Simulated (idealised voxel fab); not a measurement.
process module | voxel tone inversion
cross-section cut | 280 nm wide | cells 5 nm
A cross-section is a grid of square cells, given in bands from the top down. A band is one or more rows of cells.
Each band's line starts with the height of the band's top and of its bottom, in nm. Then come its materials from left to right, each with its width in nm. One material with "throughout" fills the band from edge to edge. "air" is empty space.
Height 0 is the level under which the wafer as received is all one material. The lowest band goes on downwards, as in "0 down".
A width such as "30 to 40" changes by the same amount from each row of cells to the next, from the band's top row to its bottom row.
"no change" after a step means that no cell of the cross-section changed.
closed voids: empty space of 8 cells or more with no open way to the top, each as width x height at its distance from the left edge, in nm
after a step's settings: what the simulator itself notes on the step
overlay nm, on a step with a mask: how far to the right of its planned place the mask lay; to the left if negative
plan
1 op RECEIVE | material Si
2 op CONFORMAL_DEP | material SiCN | thk nm 10
3 op DIRECTIONAL_DEP | material aC | thk nm 15
4 op PATTERN | tone cover | mask id POSTS | material resist | width nm 20 | pitch nm 40 | thk nm 25 | overlay nm 0
5 op DIRECTIONAL_ETCH | etch materials aC | depth nm 15
6 op STRIP | etch materials resist
7 op FILL_DEP | material SiO2 | thk nm 5
8 op CMP | height nm 25
9 op STRIP | etch materials aC
10 op CONFORMAL_DEP | material TiN | thk nm 5
11 op FILL_DEP | material Ru | thk nm 10
12 op CMP | height nm 25
13 op CONFORMAL_DEP | material SiN | thk nm 5
as received, after step 1
  0 down: Si throughout
  closed voids: none
a wafer at the end: this start, this plan, one mistake
  30 to 25: SiN throughout
  25 to 15: Ru 65 | TiN 5 | SiO2 20 | TiN 5 | Ru 10 | TiN 5 | SiO2 20 | TiN 5 | Ru 10 | TiN 5 | SiO2 20 | TiN 5 | Ru 10 | TiN 5 | SiO2 20 | TiN 5 | Ru 65
  15 to 10: TiN 70 | SiO2 20 | TiN 20 | SiO2 20 | TiN 20 | SiO2 20 | TiN 20 | SiO2 20 | TiN 70
  10 to 0: SiCN throughout
  0 down: Si throughout
  closed voids: none
what went wrong: step 4 ran as: op PATTERN | tone open | mask id POSTS | material resist | width nm 20 | pitch nm 40 | thk nm 25 | overlay nm 0
